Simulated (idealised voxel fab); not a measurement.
You're looking at the process module voxel transistor to metal.
It is cross-section cut that appears here, measuring 195 nm in width, its square cells being 5 nm in size.
Cross-section spec: square-cell grid; bands listed top down; each band is one or more rows.
The entry gives the band's vertical extent as a top height and a bottom height in nm, then its horizontal make-up as materials from left to right, each with a width in nm. "air" stands for empty space; a single material marked "throughout" fills the band edge to edge.
Heads up on the height convention: 0 is the point under which the incoming wafer is all one material, and the lowest band has no bottom, it just keeps going down, like "0..down".
Width "30..40": first value at the band's top row of cells, second value at its bottom row, equal change from row to row.
"all unchanged" (step): cross-section cells unchanged, all of them.
"closed voids" specifies each empty space that is not open to the top and that occupies no fewer than 8 cells, using the form width x height at distance, the distance measured from the left edge and all three quantities in nm.
What comes after the settings on a step's line is commentary from the simulator itself on that step.
overlay nm: for a step with a mask, the amount by which the mask lay right of where it was planned; a negative amount means left of it.

PROCESS STEPS - PLAN
1: RECEIVE,material Si
2: OXIDIZE,depth nm 5
3: CONFORMAL_DEP,material SiN,thk nm 15
4: MASKED_ETCH,tone cover,mask id ACTIVE,width nm 105,etch materials SiN,depth nm 15,overlay nm 0
5: MASKED_ETCH,tone cover,mask id ACTIVE,width nm 105,etch materials SiO2,depth nm 5,overlay nm 0
6: MASKED_ETCH,tone cover,mask id ACTIVE,width nm 105,etch materials Si,depth nm 25,overlay nm 0
7: FILL_DEP,material SiO2,thk nm 15
8: CMP,height nm 15
9: SELECTIVE_ETCH,etch materials SiO2,depth nm 5
10: STRIP,etch materials SiN
11: SELECTIVE_ETCH,etch materials SiO2,depth nm 5
12: OXIDIZE,depth nm 5
13: DIRECTIONAL_DEP,material polySi,thk nm 25
14: DIRECTIONAL_DEP,material SiCN,thk nm 10
15: MASKED_ETCH,tone cover,mask id GATE,width nm 15,etch materials SiCN,depth nm 20,overlay nm 0
16: MASKED_ETCH,tone cover,mask id GATE,width nm 15,etch materials polySi,depth nm 35,overlay nm 0
17: CONFORMAL_DEP,material SiO2,thk nm 5
18: DIRECTIONAL_ETCH,etch materials SiO2,depth nm 5
19: CONFORMAL_DEP,material SiN,thk nm 5
20: DIRECTIONAL_ETCH,etch materials SiN,depth nm 5
21: DIRECTIONAL_ETCH,etch materials SiO2,depth nm 5
22: DIRECTIONAL_ETCH,etch materials Si,depth nm 5
23: EPI,material SiGe,thk nm 10
24: FILL_DEP,material SiO2,thk nm 5
25: CMP,height nm 30
26: DIRECTIONAL_DEP,material SiO2,thk nm 10
27: DIRECTIONAL_DEP,material aC,thk nm 15
28: PATTERN,tone open,mask id CONTACT,material resist,width nm 35,pitch nm 60,thk nm 35,overlay nm 0
29: DIRECTIONAL_ETCH,etch materials aC,depth nm 15
30: STRIP,etch materials resist
31: DIRECTIONAL_ETCH,etch materials SiO2,depth nm 45
32: STRIP,etch materials aC
33: CONFORMAL_DEP,material TiN,thk nm 5
34: FILL_DEP,material Ru,thk nm 10
35: CMP,height nm 40
36: CONFORMAL_DEP,material SiN,thk nm 5
37: DIRECTIONAL_DEP,material lowk,thk nm 25
38: MASKED_ETCH,tone open,mask id METAL_1,width nm 20,pitch nm 75,etch materials lowk,depth nm 25,overlay nm 0
39: MASKED_ETCH,tone open,mask id METAL_1,width nm 20,pitch nm 75,etch materials SiN,depth nm 5,overlay nm 0
40: CONFORMAL_DEP,material TiN,thk nm 5
41: FILL_DEP,material W,thk nm 10
42: CMP,height nm 70
43: CONFORMAL_DEP,material SiCN,thk nm 5

AS RECEIVED, AFTER STEP 1
    0..down  Si throughout
    closed voids: none

END-OF-MODULE CROSS-SECTION OF THE FIRST OF TWO WAFERS, PROCESSED AS PLANNED
    75..70  SiCN throughout
    70..45  lowk 50  TiN 5  W 10  TiN 5  lowk 55  TiN 5  W 10  TiN 5  lowk 50
    45..40  SiN 50  TiN 20  SiN 55  TiN 20  SiN 50
    40..30  SiO2 50  TiN 5  Ru 25..20  TiN 5..10  SiO2 25  TiN 5..10  Ru 25..20  TiN 5  SiO2 50
    30..20  SiO2 50  TiN 5  Ru 20  TiN 5  SiN 5  SiO2 5  SiCN 15  SiO2 5  SiN 5  TiN 5  Ru 20  TiN 5  SiO2 50
    20..5  SiO2 50  TiN 5  Ru 20  TiN 5  SiN 5  SiO2 5  polySi 15  SiO2 5  SiN 5  TiN 5  Ru 20  TiN 5  SiO2 50
    5..0  SiO2 45  SiN 5  TiN 30  SiN 5  SiO2 5  polySi 15  SiO2 5  SiN 5  TiN 30  SiN 5  SiO2 45
    0..-5  SiO2 45  SiN 5  SiGe 10  TiN 10  SiGe 10  SiN 5  SiO2 5  polySi 15  SiO2 5  SiN 5  SiGe 10  TiN 10  SiGe 10  SiN 5  SiO2 45
    -5..-10  SiO2 50  SiGe 30  SiO2 35  SiGe 30  SiO2 50
    -10..-15  SiO2 45  Si 5  SiGe 30  Si 35  SiGe 30  Si 5  SiO2 45
    -15..-30  SiO2 45  Si 105  SiO2 45
    -30..down  Si throughout
    closed voids: none

WAFER TWO CROSS-SECTION, MODULE END. START AND PLAN UNCHANGED FROM WAFER ONE; ONE MISTAKE MADE DURING THE RUN
    75..70  SiCN throughout
    70..45  lowk 50  TiN 5  W 10  TiN 5  lowk 55  TiN 5  W 10  TiN 5  lowk 50
    45..40  SiN 50  TiN 20  SiN 55  TiN 20  SiN 50
    40..30  SiO2 50  TiN 5  Ru 25..20  TiN 5..10  SiO2 25  TiN 5..10  Ru 25..20  TiN 5  SiO2 50
    30..5  SiO2 50  TiN 5  Ru 20  TiN 5  SiN 5  SiO2 5  polySi 15  SiO2 5  SiN 5  TiN 5  Ru 20  TiN 5  SiO2 50
    5..0  SiO2 40  SiN 5  SiO2 5  TiN 5  Ru 20  TiN 5  SiO2 35  TiN 5  Ru 20  TiN 5  SiO2 5  SiN 5  SiO2 40
    0..-5  SiO2 30  SiGe 10  SiN 5  SiO2 5  TiN 30  SiO2 35  TiN 30  SiO2 5  SiN 5  SiGe 10  SiO2 30
    -5..-10  SiGe 40  SiO2 15  Si 85  SiO2 15  SiGe 40
    -10..-15  SiGe 40  Si 115  SiGe 40
    -15..down  Si throughout
    closed voids: none
Against the plan, the run slipped here: in deviation from the planned setting, step 4 was conducted as MASKED_ETCH,tone open,mask id ACTIVE,width nm 105,etch materials SiN,depth nm 15,overlay nm 0
FYI, end of process, the second wafer has more or fewer cells of some materials than the first: Ru: 8 more, Si: 85 more, SiCN: 6 fewer, SiGe: 4 more, SiN: 4 fewer, SiO2: 87 fewer
